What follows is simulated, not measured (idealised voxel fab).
This section sets out a process module, namely voxel ribs on slabs.
We display cut, a cross-section 260 nm in width whose square cells are each 5 nm.
Cross-section, as written here: a square-cell grid given band by band from the top down, where a band holds one or more rows of cells.
Look at the band entry: it leads with the top's height and the bottom's height in nm. Then it lists the materials left to right, with a width in nm for each. The word "full width" on a single material says that material fills the band edge to edge. The word "air" is empty space.
Height datum 0, below which the as-received substrate wafer is one material. Lowest band open at the bottom, running downward: "0 down".
Per-row width for "30..40": begins at first number (top row of band), ends at second number (bottom row), increment between rows held constant.
The designation "left unchanged", where it is given for a processing step, indicates that no cell of the cross-section was altered in the course of that step.
The entry "Completely sealed voids" lists the empty spaces that cover at least 8 cells and have no open path to the top. Each is written as width x height at distance, where the distance is measured from the left edge and all three values are in nm.
after a step's settings: what the simulator itself notes on the step
Among the settings permitted on a step's line is "overlay nm"; applied to a step with a mask, it specifies the extent to which the mask lay to the right of its planned position, whereas a negative figure signifies a position to the left.

THIS SECTION LISTS THE PROCESS STEPS THAT WERE PLANNED
step 1: RECEIVE | material Si
step 2: DIRECTIONAL_DEP | material SiO2 | thk nm 20
step 3: DIRECTIONAL_DEP | material SiN | thk nm 25
step 4: DIRECTIONAL_DEP | material aC | thk nm 10
step 5: PATTERN | tone cover | mask id RIB | material resist | width nm 20 | thk nm 25 | overlay nm 0
step 6: DIRECTIONAL_ETCH | etch materials aC | depth nm 10
step 7: STRIP | etch materials resist
step 8: DIRECTIONAL_ETCH | etch materials SiN | depth nm 5
step 9: STRIP | etch materials aC
step 10: MASKED_ETCH | tone cover | mask id SLAB | width nm 60 | etch materials SiN | depth nm 20 | overlay nm 0
step 11: FILL_DEP | material SiO2 | thk nm 15
step 12: CMP | height nm 55
step 13: DIRECTIONAL_DEP | material W | thk nm 5
step 14: PATTERN | tone cover | mask id HEATER | material resist | width nm 30 | thk nm 15 | overlay nm 0
step 15: DIRECTIONAL_ETCH | etch materials W | depth nm 5
step 16: STRIP | etch materials resist
step 17: CONFORMAL_DEP | material SiO2 | thk nm 10

AS-RECEIVED WAFER CROSS-SECTION (AFTER STEP 1)
0 down = Si full width
Completely sealed voids: none

FIRST OF TWO WAFERS: CROSS-SECTION AT END OF MODULE, RUN PER PLAN
70 to 65 = air: 105  SiO2: 50  air: 105
65 to 60 = SiO2 full width
60 to 55 = SiO2: 115  W: 30  SiO2: 115
55 to 45 = SiO2 full width
45 to 40 = SiO2: 120  SiN: 20  SiO2: 120
40 to 20 = SiO2: 100  SiN: 60  SiO2: 100
20 to 0 = SiO2 full width
0 down = Si full width
Completely sealed voids: none

SECOND WAFER THROUGH THE MODULE, SECTIONED AT THE END: SAME BEGINNING AND SAME PLAN AS THE FIRST WAFER, WITH ONE MISTAKE IN CARRYING IT OUT
70 to 65 = air: 105  SiO2: 50  air: 105
65 to 60 = SiO2 full width
60 to 55 = SiO2: 115  W: 30  SiO2: 115
55 to 45 = SiO2 full width
45 to 40 = SiO2: 120  SiN: 20  SiO2: 120
40 to 20 = SiO2: 95  SiN: 70  SiO2: 95
20 to 0 = SiO2 full width
0 down = Si full width
Completely sealed voids: none
What was the processing mistake? step 10 was processed under conditions differing from the plan, specifically as MASKED_ETCH | tone cover | mask id SLAB | width nm 70 | etch materials SiN | depth nm 20 | overlay nm 0
Final cells, second wafer relative to first, materials higher or lower: SiN +8, SiO2 -8
